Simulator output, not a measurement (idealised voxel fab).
process module | voxel wiring stack
cross-section cut | 145 nm wide | cells 5 nm
A cross-section is a grid of square cells, given in bands from the top down. A band is one or more rows of cells.
Each band's line starts with the height of the band's top and of its bottom, in nm. Then come its materials from left to right, each with its width in nm. One material with "throughout" fills the band from edge to edge. "air" is empty space.
Height 0 is the level under which the wafer as received is all one material. The lowest band goes on downwards, as in "0 down".
A width such as "30 to 40" changes by the same amount from each row of cells to the next, from the band's top row to its bottom row.
"no change" after a step means that no cell of the cross-section changed.
closed voids: empty space of 8 cells or more with no open way to the top, each as width x height at its distance from the left edge, in nm
after a step's settings: what the simulator itself notes on the step
overlay nm, on a step with a mask: how far to the right of its planned place the mask lay; to the left if negative
plan
1 op RECEIVE | material Si
2 op CONFORMAL_DEP | material SiO2 | thk nm 15
3 op CONFORMAL_DEP | material SiN | thk nm 5
4 op DIRECTIONAL_DEP | material lowk | thk nm 15
5 op PATTERN | tone open | mask id METAL_1 | material resist | width nm 25 | pitch nm 45 | thk nm 20 | overlay nm 0
6 op DIRECTIONAL_ETCH | etch materials lowk | depth nm 15
7 op DIRECTIONAL_ETCH | etch materials SiN | depth nm 5
8 op STRIP | etch materials resist
9 op CONFORMAL_DEP | material TiN | thk nm 5
10 op FILL_DEP | material W | thk nm 5
11 op CMP | height nm 35
12 op CONFORMAL_DEP | material SiCN | thk nm 5
13 op DIRECTIONAL_DEP | material lowk | thk nm 15
14 op PATTERN | tone open | mask id PLUG_1 | material resist | width nm 15 | thk nm 20 | overlay nm 0
15 op DIRECTIONAL_ETCH | etch materials lowk | depth nm 15
16 op DIRECTIONAL_ETCH | etch materials SiCN | depth nm 5
17 op STRIP | etch materials resist
18 op EPI | material Ru | thk nm 10
19 op EPI | material Ru | thk nm 10
20 op DIRECTIONAL_DEP | material TiN | thk nm 5
21 op DIRECTIONAL_DEP | material W | thk nm 25
22 op DIRECTIONAL_DEP | material aC | thk nm 15
23 op PATTERN | tone cover | mask id METAL_2 | material resist | width nm 25 | pitch nm 45 | thk nm 35 | overlay nm 0
24 op DIRECTIONAL_ETCH | etch materials aC | depth nm 15
25 op STRIP | etch materials resist
26 op DIRECTIONAL_ETCH | etch materials W | depth nm 25
27 op DIRECTIONAL_ETCH | etch materials TiN | depth nm 5
28 op STRIP | etch materials aC
29 op FILL_DEP | material lowk | thk nm 5
30 op CMP | height nm 85
31 op CONFORMAL_DEP | material SiN | thk nm 5
as received, after step 1
  0 down: Si throughout
  closed voids: none
first wafer at the end, as planned
  90 to 85: SiN throughout
  85 to 60: lowk 35 | W 25 | lowk 20 | W 25 | lowk 40
  60 to 55: lowk 35 | TiN 25 | lowk 20 | TiN 25 | lowk 40
  55 to 40: lowk 35 | Ru 15 | lowk 95
  40 to 35: SiCN 35 | Ru 15 | SiCN 95
  35 to 20: lowk 35 | TiN 5 | W 15 | TiN 5 | lowk 20 | TiN 5 | W 15 | TiN 5 | lowk 40
  20 to 15: SiN 35 | TiN 25 | SiN 20 | TiN 25 | SiN 40
  15 to 0: SiO2 throughout
  0 down: Si throughout
  closed voids: none
second wafer at the end: like start, like plan, one mistake
  90 to 85: SiN throughout
  85 to 60: lowk 35 | W 25 | lowk 20 | W 25 | lowk 40
  60 to 55: lowk 35 | TiN 25 | lowk 20 | TiN 25 | lowk 40
  55 to 40: SiN throughout
  40 to 35: SiCN throughout
  35 to 20: lowk 35 | TiN 5 | W 15 | TiN 5 | lowk 20 | TiN 5 | W 15 | TiN 5 | lowk 40
  20 to 15: SiN 35 | TiN 25 | SiN 20 | TiN 25 | SiN 40
  15 to 0: SiO2 throughout
  0 down: Si throughout
  closed voids: none
what went wrong: step 13 ran as: op DIRECTIONAL_DEP | material SiN | thk nm 15
at the end the second wafer has, in cells: 12 fewer of Ru | 3 more of SiCN | 87 more of SiN | 78 fewer of lowk
